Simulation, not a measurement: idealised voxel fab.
Process module heading - voxel quadruple lines
It is cross-section cut that appears here, measuring 170 nm in width, its square cells being 5 nm in size.
In this document a cross-section is written as a grid of square cells. It is given as a series of bands, listed from the top down, and a band is one or more rows of cells. It is stipulated that each band's entry specify, in nanometres, the height of the top of the band and then that of its bottom, followed by the materials of the band in left-to-right sequence, each together with its width in nanometres. A single material marked by the word "everywhere" is understood to fill the band from edge to edge; the word "air" is understood to denote empty space. Height is counted from the level 0, under which the received wafer is composed throughout of one material. The lowest of the bands is not closed at the bottom but continues downward, in the notation "from 0 down". The two numbers in a width such as "30 to 40" mark its ends across the band: the first belongs to the top row of cells, the second to the bottom row, and from each row to the next the width moves by the same amount. For the purposes of this document, the phrase "stayed the same" attached to a step denotes that no cell within the cross-section was modified by that step. "Sealed internal cavities": empty spaces of 8 cells or more with no open way to the top, each given as width x height at distance, distance from the left edge, all in nm. It should be noted that, on the line of a given step, the content following the step's settings is a remark produced by the simulator itself with respect to that step. If you see "overlay nm" on a step's line and that step has a mask, it's telling you how far right of where it was planned the mask ended up; a negative number means it went left instead.
**The planned process steps are enumerated hereunder**
1: RECEIVE,material Si
2: CONFORMAL_DEP,material Al2O3,thk nm 5
3: DIRECTIONAL_DEP,material W,thk nm 10
4: DIRECTIONAL_DEP,material polySi,thk nm 15
5: DIRECTIONAL_DEP,material aC,thk nm 20
6: PATTERN,tone cover,mask id MANDREL,material resist,width nm 20,pitch nm 60,thk nm 30,overlay nm 0
7: DIRECTIONAL_ETCH,etch materials aC,depth nm 20
8: STRIP,etch materials resist
9: CONFORMAL_DEP,material SiO2,thk nm 10
10: DIRECTIONAL_ETCH,etch materials SiO2,depth nm 10
11: STRIP,etch materials aC
12: DIRECTIONAL_ETCH,etch materials polySi,depth nm 15
13: STRIP,etch materials SiO2
14: CONFORMAL_DEP,material SiCN,thk nm 5
15: DIRECTIONAL_ETCH,etch materials SiCN,depth nm 5
16: STRIP,etch materials polySi
17: DIRECTIONAL_ETCH,etch materials W,depth nm 10
18: STRIP,etch materials SiCN
19: FILL_DEP,material SiO2,thk nm 10
20: CMP,height nm 15
**This is the cross-section of the wafer as we received it, i.e. after step 1**
	from 0 down  Si everywhere
	Sealed internal cavities: none
**First of two wafers: cross-section at end of module, run per plan**
	from 15 to 5  30 of SiO2  5 of W  10 of SiO2  5 of W  10 of SiO2  5 of W  10 of SiO2  5 of W  10 of SiO2  5 of W  10 of SiO2  5 of W  10 of SiO2  5 of W  10 of SiO2  5 of W  30 of SiO2
	from 5 to 0  Al2O3 everywhere
	from 0 down  Si everywhere
	Sealed internal cavities: none
**Same start, same plan as the first wafer - but one mistake in the run. Cross-section of the second of the two at the end of the module**
	from 15 to 5  40 of SiO2  5 of W  20 of SiO2  5 of W  30 of SiO2  5 of W  20 of SiO2  5 of W  40 of SiO2
	from 5 to 0  Al2O3 everywhere
	from 0 down  Si everywhere
	Sealed internal cavities: none
Against the plan, the run slipped here: step 6 ran with different settings than intended, the actual operation and settings being PATTERN,tone open,mask id MANDREL,material resist,width nm 20,pitch nm 60,thk nm 30,overlay nm 0
Final difference in cells, second wafer against first, listed per material as more or fewer: SiO2: 8 more; W: 8 fewer
